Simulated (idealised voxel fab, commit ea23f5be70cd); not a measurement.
Presented below is a process module, voxel wiring stack.
Shown is cross-section cut, with a width of 220 nm and square cells of size 5 nm.
Throughout this document, each cross-section is represented as a grid of square cells and is presented as a sequence of bands enumerated from the top downward, where a band comprises one or more rows of cells. A band entry consists of two parts. The first gives the height of the band's top and the height of its bottom, in nm. The rest lists the band's materials from left to right, each with its width in nm. A single material labelled with the word "throughout" fills the band from edge to edge, and the word "blank" marks empty space. We count height from 0. Below that, the starting wafer is all one material. The lowest band never ends at the bottom but goes on down; see "0 and below" for how that is written. The notation "30->40" denotes a width that varies across the rows of cells in the band, beginning at the first number in the top row, finishing at the second number in the bottom row, and changing by an identical amount from each row to the next. Step marked "no modification"? Then no cell in the cross-section changed in it. If an empty space has no open way to the top and is at least 8 cells in size, "Fully sealed cavities" lists it, written width x height at distance, where distance is measured from the left edge and every value is in nm. Note: text after step settings on the step line = simulator remark on that step. "overlay nm" denotes, for a step that has a mask, the displacement of the mask to the right of its planned place, with negative values corresponding to the left.
# This section lists the process steps that were planned
1,RECEIVE [material Si]
2,CONFORMAL_DEP [material SiO2] [thk nm 15]
3,CONFORMAL_DEP [material SiN] [thk nm 5]
4,DIRECTIONAL_DEP [material SiO2] [thk nm 15]
5,DIRECTIONAL_DEP [material aC] [thk nm 15]
6,PATTERN [tone open] [mask id METAL_1] [material resist] [width nm 30] [pitch nm 45] [thk nm 30] [overlay nm 0]
7,DIRECTIONAL_ETCH [etch materials aC] [depth nm 15]
8,STRIP [etch materials resist]
9,DIRECTIONAL_ETCH [etch materials SiO2] [depth nm 15]
10,DIRECTIONAL_ETCH [etch materials SiN] [depth nm 5]
11,STRIP [etch materials aC]
12,CONFORMAL_DEP [material TiN] [thk nm 5]
13,FILL_DEP [material Cu] [thk nm 5]
14,CMP [height nm 35]
15,EPI [material Ru] [thk nm 5]
16,FILL_DEP [material SiCN] [thk nm 5]
17,DIRECTIONAL_DEP [material SiO2] [thk nm 30]
18,DIRECTIONAL_DEP [material aC] [thk nm 10]
19,PATTERN [tone open] [mask id METAL_2] [material resist] [width nm 20] [pitch nm 45] [thk nm 25] [overlay nm 0]
20,DIRECTIONAL_ETCH [etch materials aC] [depth nm 10]
21,STRIP [etch materials resist]
22,DIRECTIONAL_ETCH [etch materials SiO2] [depth nm 20]
23,STRIP [etch materials aC]
24,DIRECTIONAL_DEP [material aC] [thk nm 10]
25,PATTERN [tone open] [mask id METAL_2_HOLES] [material resist] [width nm 15] [pitch nm 45] [thk nm 30] [overlay nm 0]
26,DIRECTIONAL_ETCH [etch materials aC] [depth nm 10]
27,STRIP [etch materials resist]
28,DIRECTIONAL_ETCH [etch materials SiO2] [depth nm 10]
29,DIRECTIONAL_ETCH [etch materials SiCN] [depth nm 5]
30,STRIP [etch materials aC]
31,CONFORMAL_DEP [material TiN] [thk nm 5]
32,FILL_DEP [material Cu] [thk nm 5]
33,CMP [height nm 75]
34,CONFORMAL_DEP [material SiCN] [thk nm 5]
35,DIRECTIONAL_DEP [material lowk] [thk nm 30]
36,DIRECTIONAL_DEP [material aC] [thk nm 10]
37,PATTERN [tone open] [mask id METAL_3_HOLES] [material resist] [width nm 15] [pitch nm 90] [thk nm 25] [overlay nm 0]
38,DIRECTIONAL_ETCH [etch materials aC] [depth nm 10]
39,STRIP [etch materials resist]
40,DIRECTIONAL_ETCH [etch materials lowk] [depth nm 30]
41,STRIP [etch materials aC]
42,PATTERN [tone open] [mask id METAL_3] [material resist] [width nm 30] [pitch nm 45] [thk nm 20] [overlay nm 0]
43,DIRECTIONAL_ETCH [etch materials lowk] [depth nm 20]
44,DIRECTIONAL_ETCH [etch materials SiCN] [depth nm 5]
45,STRIP [etch materials resist]
46,CONFORMAL_DEP [material TiN] [thk nm 5]
47,FILL_DEP [material Ru] [thk nm 5]
48,CMP [height nm 110]
49,CONFORMAL_DEP [material SiCN] [thk nm 5]
50,DIRECTIONAL_DEP [material lowk] [thk nm 15]
51,DIRECTIONAL_DEP [material aC] [thk nm 15]
52,PATTERN [tone open] [mask id PLUG_3] [material resist] [width nm 15] [pitch nm 45] [thk nm 30] [overlay nm 0]
53,DIRECTIONAL_ETCH [etch materials aC] [depth nm 15]
54,STRIP [etch materials resist]
55,DIRECTIONAL_ETCH [etch materials lowk] [depth nm 15]
56,DIRECTIONAL_ETCH [etch materials SiCN] [depth nm 5]
57,STRIP [etch materials aC]
58,CONFORMAL_DEP [material TiN] [thk nm 5]
59,FILL_DEP [material W] [thk nm 5]
60,CMP [height nm 130]
61,DIRECTIONAL_DEP [material TiN] [thk nm 5]
62,DIRECTIONAL_DEP [material W] [thk nm 25]
63,PATTERN [tone cover] [mask id METAL_4] [material resist] [width nm 30] [pitch nm 45] [thk nm 15] [overlay nm 0]
64,DIRECTIONAL_ETCH [etch materials W] [depth nm 25]
65,DIRECTIONAL_ETCH [etch materials TiN] [depth nm 5]
66,STRIP [etch materials resist]
67,FILL_DEP [material SiO2] [thk nm 10]
68,CMP [height nm 160]
69,CONFORMAL_DEP [material SiN] [thk nm 5]
Split variable: width nm, step 19. Plan value = first wafer. Wafers start alike.
# Step 1 complete: as-received cross-section of the first of several wafers
  0 and below  Si throughout
  Fully sealed cavities: none
# Heads up, this table goes wafer by wafer. A row tells you, at the end of the module, how many cells of each material that wafer has put on (+) or dropped (-) since it was received, and then its closed voids
width nm 20 | +76 Cu | +86 Ru | +118 SiCN | +64 SiN | +488 SiO2 | +236 TiN | +132 W | +252 lowk | Fully sealed cavities: none
width nm 25 | +88 Cu | +86 Ru | +118 SiCN | +64 SiN | +472 SiO2 | +240 TiN | +132 W | +252 lowk | Fully sealed cavities: none
width nm 30 | +108 Cu | +86 Ru | +114 SiCN | +64 SiN | +456 SiO2 | +240 TiN | +132 W | +252 lowk | Fully sealed cavities: none
